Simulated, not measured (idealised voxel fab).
process module | voxel self aligned contacts
cross-section cut | 240 nm wide | cells 5 nm
A cross-section is a grid of square cells, given in bands from the top down. A band is one or more rows of cells.
Each band's line starts with the height of the band's top and of its bottom, in nm. Then come its materials from left to right, each with its width in nm. One material with "throughout" fills the band from edge to edge. "air" is empty space.
Height 0 is the level under which the wafer as received is all one material. The lowest band goes on downwards, as in "0 down".
A width such as "30 to 40" changes by the same amount from each row of cells to the next, from the band's top row to its bottom row.
"no change" after a step means that no cell of the cross-section changed.
closed voids: empty space of 8 cells or more with no open way to the top, each as width x height at its distance from the left edge, in nm
after a step's settings: what the simulator itself notes on the step
overlay nm, on a step with a mask: how far to the right of its planned place the mask lay; to the left if negative
plan
1 op RECEIVE | material Si
2 op OXIDIZE | depth nm 5
3 op DIRECTIONAL_DEP | material polySi | thk nm 30
4 op DIRECTIONAL_DEP | material SiN | thk nm 20
5 op PATTERN | tone cover | mask id GATE | material resist | width nm 35 | pitch nm 70 | thk nm 15 | overlay nm 0
6 op DIRECTIONAL_ETCH | etch materials SiN | depth nm 20
7 op DIRECTIONAL_ETCH | etch materials polySi | depth nm 30
8 op STRIP | etch materials resist
9 op CONFORMAL_DEP | material SiN | thk nm 10
10 op DIRECTIONAL_ETCH | etch materials SiN | depth nm 10
11 op FILL_DEP | material SiO2 | thk nm 15
12 op CMP | height nm 60
13 op DIRECTIONAL_DEP | material aC | thk nm 10
14 op PATTERN | tone open | mask id CONTACT | material resist | width nm 45 | pitch nm 70 | thk nm 30 | overlay nm 0
15 op DIRECTIONAL_ETCH | etch materials aC | depth nm 10
16 op STRIP | etch materials resist
17 op DIRECTIONAL_ETCH | etch materials SiO2 | depth nm 65
18 op STRIP | etch materials aC
19 op CONFORMAL_DEP | material TiN | thk nm 5
20 op FILL_DEP | material W | thk nm 5
21 op CMP | height nm 60
22 op CONFORMAL_DEP | material SiCN | thk nm 5
varied across the wafers: width nm of step 14. The plan shows the first wafer's value. All wafers start alike
first wafer as received, after step 1
  0 down: Si throughout
  closed voids: none
each wafer at the end: cells of each material gained (+) or lost (-) since it was received, then its closed voids
width nm 45 | -48 Si | +48 SiCN | +204 SiN | +192 SiO2 | +66 TiN | +36 W | +126 polySi | closed voids: none
width nm 50 | -48 Si | +48 SiCN | +204 SiN | +188 SiO2 | +68 TiN | +38 W | +126 polySi | closed voids: none
width nm 55 | -48 Si | +48 SiCN | +204 SiN | +184 SiO2 | +70 TiN | +40 W | +126 polySi | closed voids: none
